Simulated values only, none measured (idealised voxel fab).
Presented below is a process module, voxel gate over fins.
Square cell edge 5 nm, section width 290 nm, ID cut.
Throughout this document, each cross-section is represented as a grid of square cells and is presented as a sequence of bands enumerated from the top downward, where a band comprises one or more rows of cells. It is stipulated that each band's entry specify, in nanometres, the height of the top of the band and then that of its bottom, followed by the materials of the band in left-to-right sequence, each together with its width in nanometres. A single material marked by the word "edge to edge" is understood to fill the band from edge to edge; the word "air" is understood to denote empty space. All heights in this document are referenced to 0, defined as the level beneath which the wafer, as received, consists entirely of one material. The lowest band is not bounded below; it extends indefinitely downward and is written in the form "0 -> down". The notation "30..40" denotes a width that varies across the rows of cells in the band, beginning at the first number in the top row, finishing at the second number in the bottom row, and changing by an identical amount from each row to the next. The cross-section has no changed cell in any step marked "no modifications". The list in "Sealed cavities" covers empty spaces of 8 cells or more that cannot reach the top through any open way, and it gives each as width x height at distance; the distance is from the left edge, and width, height and distance are in nm. The remark found on a step's line after its settings is issued by the simulator itself and pertains to that step. For masked steps, "overlay nm" on the step line gives how far right of plan the mask actually lay; a minus sign means it lay to the left.
**Steps in the process plan**
step 1: RECEIVE with material Si
step 2: CONFORMAL_DEP with material SiN, thk nm 5
step 3: DIRECTIONAL_DEP with material aC, thk nm 10
step 4: PATTERN with tone cover, mask id FINS, material resist, width nm 15, pitch nm 55, thk nm 30, overlay nm 0
step 5: DIRECTIONAL_ETCH with etch materials aC, depth nm 10
step 6: STRIP with etch materials resist
step 7: DIRECTIONAL_ETCH with etch materials SiN, depth nm 5
step 8: DIRECTIONAL_ETCH with etch materials Si, depth nm 35
step 9: STRIP with etch materials aC
step 10: FILL_DEP with material SiO2, thk nm 15
step 11: CMP with height nm 5
step 12: DIRECTIONAL_DEP with material aC, thk nm 15
step 13: PATTERN with tone open, mask id RAIL, material resist, width nm 15, thk nm 35, overlay nm 0
step 14: DIRECTIONAL_ETCH with etch materials aC, depth nm 15
step 15: STRIP with etch materials resist
step 16: DIRECTIONAL_ETCH with etch materials SiO2, depth nm 35
step 17: STRIP with etch materials aC
step 18: CONFORMAL_DEP with material TiN, thk nm 5
step 19: FILL_DEP with material Ru, thk nm 5
step 20: CMP with height nm 5
step 21: SELECTIVE_ETCH with etch materials W Ru TiN, depth nm 20
step 22: FILL_DEP with material SiO2, thk nm 5
step 23: CMP with height nm 5
step 24: SELECTIVE_ETCH with etch materials SiO2, depth nm 15
step 25: STRIP with etch materials SiN
step 26: CONFORMAL_DEP with material HfO2, thk nm 5
step 27: CONFORMAL_DEP with material TiN, thk nm 5
step 28: CONFORMAL_DEP with material TiAl, thk nm 5
step 29: CONFORMAL_DEP with material TiN, thk nm 5
step 30: FILL_DEP with material W, thk nm 15
step 31: CMP with height nm 30
step 32: CONFORMAL_DEP with material SiCN, thk nm 10
**Cross-section of the wafer at receipt, which is the condition after step 1**
  0 -> down  Si edge to edge
  Sealed cavities: none
**Cross-section: first of two wafers, module finished, run according to plan**
  40 -> 30  SiCN edge to edge
  30 -> 20  W edge to edge
  20 -> 15  W 90 | TiN 110 | W 90
  15 -> 10  W 90 | TiN 5 | TiAl 45 | TiN 10 | TiAl 45 | TiN 5 | W 90
  10 -> 5  TiN 95 | TiAl 5 | TiN 35 | TiAl 5 | TiN 10 | TiAl 5 | TiN 35 | TiAl 5 | TiN 95
  5 -> 0  TiAl 100 | TiN 5 | HfO2 25 | TiN 5 | TiAl 20 | TiN 5 | HfO2 25 | TiN 5 | TiAl 100
  0 -> -5  TiN 105 | HfO2 5 | Si 15 | HfO2 5 | TiN 30 | HfO2 5 | Si 15 | HfO2 5 | TiN 105
  -5 -> -10  HfO2 110 | Si 15 | HfO2 40 | Si 15 | HfO2 110
  -10 -> -15  SiO2 110 | Si 15 | SiO2 40 | Si 15 | SiO2 110
  -15 -> -25  SiO2 110 | Si 15 | SiO2 10 | TiN 5 | Ru 5 | TiN 5 | SiO2 15 | Si 15 | SiO2 110
  -25 -> -30  SiO2 110 | Si 15 | SiO2 10 | TiN 15 | SiO2 15 | Si 15 | SiO2 110
  -30 -> -35  SiO2 110 | Si 15 | SiO2 40 | Si 15 | SiO2 110
  -35 -> down  Si edge to edge
  Sealed cavities: none
**Cross-section at end of module for the second wafer of two, which matched the first in starting point and plan and differed by one mistake in its processing**
  40 -> 30  SiCN edge to edge
  30 -> 20  W edge to edge
  20 -> 15  W 90 | TiAl 110 | W 90
  15 -> 10  W 90 | TiAl 5 | TiN 45 | TiAl 10 | TiN 45 | TiAl 5 | W 90
  10 -> 5  TiAl 95 | TiN 45 | TiAl 10 | TiN 45 | TiAl 95
  5 -> 0  TiN 105 | HfO2 25 | TiN 30 | HfO2 25 | TiN 105
  0 -> -5  TiN 105 | HfO2 5 | Si 15 | HfO2 5 | TiN 30 | HfO2 5 | Si 15 | HfO2 5 | TiN 105
  -5 -> -10  HfO2 110 | Si 15 | HfO2 40 | Si 15 | HfO2 110
  -10 -> -15  SiO2 110 | Si 15 | SiO2 40 | Si 15 | SiO2 110
  -15 -> -25  SiO2 110 | Si 15 | SiO2 10 | TiN 5 | Ru 5 | TiN 5 | SiO2 15 | Si 15 | SiO2 110
  -25 -> -30  SiO2 110 | Si 15 | SiO2 10 | TiN 15 | SiO2 15 | Si 15 | SiO2 110
  -30 -> -35  SiO2 110 | Si 15 | SiO2 40 | Si 15 | SiO2 110
  -35 -> down  Si edge to edge
  Sealed cavities: none
What went wrong in running the wafer? ran 28 and 29 in swapped order versus the plan
The concluding comparison shows that, measured in cells, each material is equally abundant on both wafers, albeit at different positions.
